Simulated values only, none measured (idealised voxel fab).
The following process module bears the name voxel ribs on slabs.
Shown is cross-section cut, with a width of 240 nm and square cells of size 5 nm.
How to read a cross-section here: the picture is a grid of square cells, written as bands going from the top down, and any band can span one or more rows of cells.
Look at the band entry: it leads with the top's height and the bottom's height in nm. Then it lists the materials left to right, with a width in nm for each. The word "everywhere" on a single material says that material fills the band edge to edge. The word "blank" is empty space.
Ref level 0: as-received wafer is one material below here. Bottom band extends down with no lower bound ("z 0 and below").
It should be noted that a width expressed as "30->40" varies in equal increments from row to row of cells within the band, taking the value of the first number at the top row and that of the second number at the bottom row.
Take "nothing was modified" at face value: in the step it is given for, the cross-section changed in none of its cells.
In the "Enclosed cavities" entry, you get each enclosed empty space of 8 cells or more, one with no open way to the top, written width x height at distance, distance from the left edge, in nm.
after a step's settings: what the simulator itself notes on the step
"overlay nm" on a masked step: distance the mask lay right of its planned place, negative for left.
Intended process steps:
- 1: RECEIVE (material Si)
- 2: DIRECTIONAL_DEP (material SiO2; thk nm 30)
- 3: DIRECTIONAL_DEP (material SiN; thk nm 20)
- 4: MASKED_ETCH (tone cover; mask id RIB; width nm 25; etch materials SiN; depth nm 5; overlay nm 0)
- 5: PATTERN (tone cover; mask id SLAB; material resist; width nm 65; thk nm 20; overlay nm 0)
- 6: DIRECTIONAL_ETCH (etch materials SiN; depth nm 15)
- 7: STRIP (etch materials resist)
- 8: FILL_DEP (material SiO2; thk nm 15)
- 9: CMP (height nm 60)
- 10: DIRECTIONAL_DEP (material TiN; thk nm 5)
- 11: DIRECTIONAL_DEP (material aC; thk nm 10)
- 12: PATTERN (tone cover; mask id HEATER; material resist; width nm 35; thk nm 25; overlay nm -15)
- 13: DIRECTIONAL_ETCH (etch materials aC; depth nm 10)
- 14: STRIP (etch materials resist)
- 15: DIRECTIONAL_ETCH (etch materials TiN; depth nm 5)
- 16: STRIP (etch materials aC)
- 17: CONFORMAL_DEP (material SiO2; thk nm 10)
The overlay nm used in step 12 is not the same on every wafer, whereas the starting condition is; the value printed in the plan is the first wafer's.
Cross-section of the first of several wafers as received (after step 1):
> z 0 and below = Si everywhere
> Enclosed cavities: none
Basically each wafer gets a line in the table, showing it at the end of the module: material by material, the cells it gained (+) or lost (-) since we got it, then its closed voids:
overlay nm -15; +44 SiN; +632 SiO2; +7 TiN; Enclosed cavities: none
overlay nm -10; +44 SiN; +632 SiO2; +7 TiN; Enclosed cavities: none
overlay nm -5; +44 SiN; +632 SiO2; +7 TiN; Enclosed cavities: none
overlay nm 0; +44 SiN; +632 SiO2; +7 TiN; Enclosed cavities: none
overlay nm 5; +44 SiN; +632 SiO2; +7 TiN; Enclosed cavities: none
overlay nm 10; +44 SiN; +632 SiO2; +7 TiN; Enclosed cavities: none
overlay nm 15; +44 SiN; +632 SiO2; +7 TiN; Enclosed cavities: none
